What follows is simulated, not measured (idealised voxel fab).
process module | voxel double patterning
cross-section cut | 295 nm wide | cells 5 nm
A cross-section is a grid of square cells, given in bands from the top down. A band is one or more rows of cells.
Each band's line starts with the height of the band's top and of its bottom, in nm. Then come its materials from left to right, each with its width in nm. One material with "throughout" fills the band from edge to edge. "air" is empty space.
Height 0 is the level under which the wafer as received is all one material. The lowest band goes on downwards, as in "0 down".
A width such as "30 to 40" changes by the same amount from each row of cells to the next, from the band's top row to its bottom row.
"no change" after a step means that no cell of the cross-section changed.
closed voids: empty space of 8 cells or more with no open way to the top, each as width x height at its distance from the left edge, in nm
after a step's settings: what the simulator itself notes on the step
overlay nm, on a step with a mask: how far to the right of its planned place the mask lay; to the left if negative
plan
1 op RECEIVE | material Si
2 op CONFORMAL_DEP | material SiN | thk nm 5
3 op DIRECTIONAL_DEP | material SiO2 | thk nm 10
4 op DIRECTIONAL_DEP | material SiCN | thk nm 10
5 op MASKED_ETCH | tone open | mask id FIRST | width nm 15 | pitch nm 50 | etch materials SiCN | depth nm 10 | overlay nm 0
6 op PATTERN | tone open | mask id SECOND | material resist | width nm 15 | thk nm 15 | overlay nm 0
7 op DIRECTIONAL_ETCH | etch materials SiCN | depth nm 10
8 op STRIP | etch materials resist
9 op DIRECTIONAL_ETCH | etch materials SiO2 | depth nm 10
10 op STRIP | etch materials SiCN
first wafer, as planned
as received, after step 1
  0 down: Si throughout
  closed voids: none
after step 2
  5 to 0: SiN throughout
  below 0: unchanged
after step 3
  15 to 5: SiO2 throughout
  below 5: unchanged
after step 4
  25 to 15: SiCN throughout
  below 15: unchanged
after step 5
  25 to 15: SiCN 115 | air 15 | SiCN 35 | air 15 | SiCN 115
  below 15: unchanged
after step 6
  40 to 25: resist 140 | air 15 | resist 140
  25 to 15: SiCN 115 | resist 15 | SiCN 35 | resist 15 | SiCN 115
  below 15: unchanged
after step 7
  40 to 25: resist 140 | air 15 | resist 140
  25 to 15: SiCN 115 | resist 15 | SiCN 10 | air 15 | SiCN 10 | resist 15 | SiCN 115
  below 15: unchanged
after step 8
  25 to 15: SiCN 115 | air 15 | SiCN 10 | air 15 | SiCN 10 | air 15 | SiCN 115
  below 15: unchanged
after step 9
  25 to 15: SiCN 115 | air 15 | SiCN 10 | air 15 | SiCN 10 | air 15 | SiCN 115
  15 to 5: SiO2 115 | air 15 | SiO2 10 | air 15 | SiO2 10 | air 15 | SiO2 115
  below 5: unchanged
after step 10
  15 to 5: SiO2 115 | air 15 | SiO2 10 | air 15 | SiO2 10 | air 15 | SiO2 115
  below 5: unchanged
second wafer: like start, like plan, one mistake. Through step 6 it matches the first wafer
when step 7 should have ended
  40 to 25: resist 140 | air 15 | resist 140
  25 to 15: SiCN 115 | resist 15 | SiCN 10 | air 15 | SiCN 10 | resist 15 | SiCN 115
  below 15: unchanged
when step 8 should have ended
  25 to 15: SiCN 115 | air 15 | SiCN 10 | air 15 | SiCN 10 | air 15 | SiCN 115
  below 15: unchanged
when step 9 should have ended
  25 to 15: SiCN 115 | air 15 | SiCN 10 | air 15 | SiCN 10 | air 15 | SiCN 115
  15 to 5: SiO2 115 | air 15 | SiO2 10 | air 15 | SiO2 10 | air 15 | SiO2 115
  below 5: unchanged
when step 10 should have ended
  15 to 5: SiO2 115 | air 15 | SiO2 10 | air 15 | SiO2 10 | air 15 | SiO2 115
  below 5: unchanged
what went wrong: step 7 was run twice
at the end the two cross-sections are the same: no effect in what this model computes
